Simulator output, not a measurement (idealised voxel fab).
The process module presented herein is designated voxel ribs on slabs.
FYI the section here is cut, 175 nm wide, cells are 5 nm squares.
In what follows, cross-sections appear as grids of square cells, described through bands that run from the top down, where every band is one or more rows of cells.
It is stipulated that each band's entry specify, in nanometres, the height of the top of the band and then that of its bottom, followed by the materials of the band in left-to-right sequence, each together with its width in nanometres. A single material marked by the word "throughout" is understood to fill the band from edge to edge; the word "empty" is understood to denote empty space.
Note: height 0 marks the level under which the wafer is uniformly one material as received. Lowest band unbounded below, written "z 0 and below".
It should be noted that a width expressed as "30 to 40" varies in equal increments from row to row of cells within the band, taking the value of the first number at the top row and that of the second number at the bottom row.
"no modifications" (step): cross-section cells unchanged, all of them.
Entry "Enclosed cavity list" = empty spaces >= 8 cells with no open way to the top; each as width x height at distance, distance from left edge, all nm.
Where a step's line continues beyond its settings, the continuation is a remark by the simulator itself on that step.
"overlay nm", when on a step's line for a step with a mask, measures how far to the right of its planned place the mask lay; a negative measure means to the left.
This section lists the process steps that were planned:
| 1 | RECEIVE | material Si |
| 2 | DIRECTIONAL_DEP | material SiO2 | thk nm 30 |
| 3 | DIRECTIONAL_DEP | material polySi | thk nm 25 |
| 4 | MASKED_ETCH | tone cover | mask id RIB | width nm 25 | etch materials polySi | depth nm 15 | overlay nm 0 |
| 5 | MASKED_ETCH | tone cover | mask id SLAB | width nm 65 | etch materials polySi | depth nm 10 | overlay nm 0 |
| 6 | FILL_DEP | material SiO2 | thk nm 25 |
| 7 | CMP | height nm 70 |
| 8 | DIRECTIONAL_DEP | material W | thk nm 5 |
| 9 | MASKED_ETCH | tone cover | mask id HEATER | width nm 35 | etch materials W | depth nm 5 | overlay nm 0 |
| 10 | CONFORMAL_DEP | material SiN | thk nm 5 |
So this is the incoming wafer in cross-section - it's already been through step 1:
- z 0 and below | Si throughout
- Enclosed cavity list: none
End state of the module in cross-section, given the above starting point and plan and one mistake in execution:
- z 75 to 70 | empty 70  W 35  empty 70
- z 70 to 55 | SiO2 throughout
- z 55 to 40 | SiO2 75  polySi 25  SiO2 75
- z 40 to 30 | SiO2 55  polySi 65  SiO2 55
- z 30 to 0 | SiO2 throughout
- z 0 and below | Si throughout
- Enclosed cavity list: none
It is concluded that the wafer was processed incorrectly with respect to the plan, in that the run left out plan step 10 entirely, so it was never executed
